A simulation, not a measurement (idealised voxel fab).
process module | voxel ribs on slabs
cross-section cut | 190 nm wide | cells 5 nm
In this document a cross-section is written as a grid of square cells. It is given as a series of bands, listed from the top down, and a band is one or more rows of cells. In this notation a band is specified by the heights of its top and bottom, in that order and in nm, after which its materials appear from left to right, each paired with its width in nm. The word "edge to edge" attached to a single material means that material fills the band from edge to edge; the word "air" stands for empty space. Convention: height 0 is the level below which the wafer, as received, is all one material. The lowest band does not terminate at the bottom but continues downward, represented as "0..down". Think of "30->40" as a width that walks from the first number to the second as you go down the band, top row to bottom row, taking equal-sized steps from row to row. A step reported as "changes: none" is a step in which no cell of the cross-section changed. Heads up: "Unvented internal voids" only lists the empty pockets with no open path to the top that are 8 cells or more, and it writes them as width x height at distance, distance from the left edge, in nm. Step line, after settings: the simulator's comment on this step. "overlay nm" answers the question of how far to the right of plan the mask lay on a step that has a mask, and when it is negative the answer is to the left.
[So here's the lineup of process steps we planned]
1) RECEIVE [material Si]
2) DIRECTIONAL_DEP [material SiO2] [thk nm 20]
3) DIRECTIONAL_DEP [material polySi] [thk nm 25]
4) DIRECTIONAL_DEP [material aC] [thk nm 10]
5) PATTERN [tone cover] [mask id RIB] [material resist] [width nm 25] [thk nm 25] [overlay nm -15]
6) DIRECTIONAL_ETCH [etch materials aC] [depth nm 10]
7) STRIP [etch materials resist]
8) DIRECTIONAL_ETCH [etch materials polySi] [depth nm 10]
9) STRIP [etch materials aC]
10) PATTERN [tone cover] [mask id SLAB] [material resist] [width nm 75] [thk nm 20] [overlay nm 0]
11) DIRECTIONAL_ETCH [etch materials polySi] [depth nm 15]
12) STRIP [etch materials resist]
13) FILL_DEP [material SiO2] [thk nm 25]
14) CMP [height nm 65]
15) DIRECTIONAL_DEP [material W] [thk nm 5]
16) MASKED_ETCH [tone cover] [mask id HEATER] [width nm 35] [etch materials W] [depth nm 5] [overlay nm 0]
17) CONFORMAL_DEP [material SiN] [thk nm 5]
The value of overlay nm given for step 5 in the plan refers to the first wafer; the wafers vary in this setting and are alike at the start.
[Cross-section of the first incoming wafer of several, state after step 1]
0..down = Si edge to edge
Unvented internal voids: none
[First of several wafers in cross-section at module end, following the final step, step 17]
75..70 = 70 of air, then 45 of SiN, then 75 of air
70..65 = 75 of SiN, then 35 of W, then 80 of SiN
65..45 = SiO2 edge to edge
45..35 = 65 of SiO2, then 25 of polySi, then 100 of SiO2
35..20 = 55 of SiO2, then 75 of polySi, then 60 of SiO2
20..0 = SiO2 edge to edge
0..down = Si edge to edge
Unvented internal voids: none
[At the end of the module, the last of several wafers in cross-section]
75..70 = 70 of air, then 45 of SiN, then 75 of air
70..65 = 75 of SiN, then 35 of W, then 80 of SiN
65..45 = SiO2 edge to edge
45..35 = 95 of SiO2, then 25 of polySi, then 70 of SiO2
35..20 = 55 of SiO2, then 75 of polySi, then 60 of SiO2
20..0 = SiO2 edge to edge
0..down = Si edge to edge
Unvented internal voids: none
[each wafer at the end: cells of each material gained (+) or lost (-) since it was received, then its closed voids]
overlay nm -15, +40 SiN, +439 SiO2, +7 W, +55 polySi, Unvented internal voids: none
overlay nm -10, +40 SiN, +439 SiO2, +7 W, +55 polySi, Unvented internal voids: none
overlay nm -5, +40 SiN, +439 SiO2, +7 W, +55 polySi, Unvented internal voids: none
overlay nm 0, +40 SiN, +439 SiO2, +7 W, +55 polySi, Unvented internal voids: none
overlay nm 5, +40 SiN, +439 SiO2, +7 W, +55 polySi, Unvented internal voids: none
overlay nm 10, +40 SiN, +439 SiO2, +7 W, +55 polySi, Unvented internal voids: none
overlay nm 15, +40 SiN, +439 SiO2, +7 W, +55 polySi, Unvented internal voids: none
